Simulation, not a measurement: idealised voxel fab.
Process module name: voxel ribs on slabs
We display cut, a cross-section 250 nm in width whose square cells are each 5 nm.
For the purposes of this document, a cross-section shall be understood as a grid of square cells, specified as bands listed in top-to-bottom order, each band consisting of one or more rows of cells. The entry gives the band's vertical extent as a top height and a bottom height in nm, then its horizontal make-up as materials from left to right, each with a width in nm. "empty" stands for empty space; a single material marked "everywhere" fills the band edge to edge. Height is counted from the level 0, under which the received wafer is composed throughout of one material. The lowest of the bands is not closed at the bottom but continues downward, in the notation "0 nm and below". Width: "30 to 40" (first number = top row, second number = bottom row, same change from row to row of cells). Step marked "no alterations made"? Then no cell in the cross-section changed in it. "Enclosed voids" lists enclosed empty spaces (at least 8 cells, no open path upward to the top), each as width x height at distance from the left edge, in nm. Formally, on a step line, whatever follows the settings is a remark that the simulator itself makes on the step. The setting "overlay nm" may be written on the line of a step. When the step uses a mask, the value reports how far to the right of the planned place the mask lay, and a negative value reports that it lay to the left.
### Steps planned for the process
- 1: RECEIVE [material Si]
- 2: DIRECTIONAL_DEP [material SiO2] [thk nm 25]
- 3: DIRECTIONAL_DEP [material SiN] [thk nm 15]
- 4: MASKED_ETCH [tone cover] [mask id RIB] [width nm 20] [etch materials SiN] [depth nm 10] [overlay nm 0]
- 5: MASKED_ETCH [tone cover] [mask id SLAB] [width nm 60] [etch materials SiN] [depth nm 5] [overlay nm 0]
- 6: FILL_DEP [material SiO2] [thk nm 20]
- 7: CMP [height nm 50]
- 8: DIRECTIONAL_DEP [material TiN] [thk nm 5]
- 9: MASKED_ETCH [tone cover] [mask id HEATER] [width nm 30] [etch materials TiN] [depth nm 5] [overlay nm -15]
- 10: CONFORMAL_DEP [material SiO2] [thk nm 5]
All wafers enter the flow in the same state. The overlay nm at step 9 differs from wafer to wafer, and the plan gives the value for the first wafer.
### Cut through the first of several wafers as received, post step 1
- 0 nm and below  Si everywhere
- Enclosed voids: none
### Cross-section of the first of several wafers, taken after step 10, where the module ends
- 60 nm to 55 nm  empty (90), then SiO2 (40), then empty (120)
- 55 nm to 50 nm  SiO2 (95), then TiN (30), then SiO2 (125)
- 50 nm to 40 nm  SiO2 everywhere
- 40 nm to 30 nm  SiO2 (115), then SiN (20), then SiO2 (115)
- 30 nm to 25 nm  SiO2 (95), then SiN (60), then SiO2 (95)
- 25 nm to 0 nm  SiO2 everywhere
- 0 nm and below  Si everywhere
- Enclosed voids: none
### X-section, last wafer, module end
- 60 nm to 55 nm  empty (120), then SiO2 (40), then empty (90)
- 55 nm to 50 nm  SiO2 (125), then TiN (30), then SiO2 (95)
- 50 nm to 40 nm  SiO2 everywhere
- 40 nm to 30 nm  SiO2 (115), then SiN (20), then SiO2 (115)
- 30 nm to 25 nm  SiO2 (95), then SiN (60), then SiO2 (95)
- 25 nm to 0 nm  SiO2 everywhere
- 0 nm and below  Si everywhere
- Enclosed voids: none
### Wafer rows, end of module: cells per material gained (+) or lost (-) since receipt; closed voids last
overlay nm -15 | +20 SiN | +532 SiO2 | +6 TiN | Enclosed voids: none
overlay nm -10 | +20 SiN | +532 SiO2 | +6 TiN | Enclosed voids: none
overlay nm -5 | +20 SiN | +532 SiO2 | +6 TiN | Enclosed voids: none
overlay nm 0 | +20 SiN | +532 SiO2 | +6 TiN | Enclosed voids: none
overlay nm 5 | +20 SiN | +532 SiO2 | +6 TiN | Enclosed voids: none
overlay nm 10 | +20 SiN | +532 SiO2 | +6 TiN | Enclosed voids: none
overlay nm 15 | +20 SiN | +532 SiO2 | +6 TiN | Enclosed voids: none
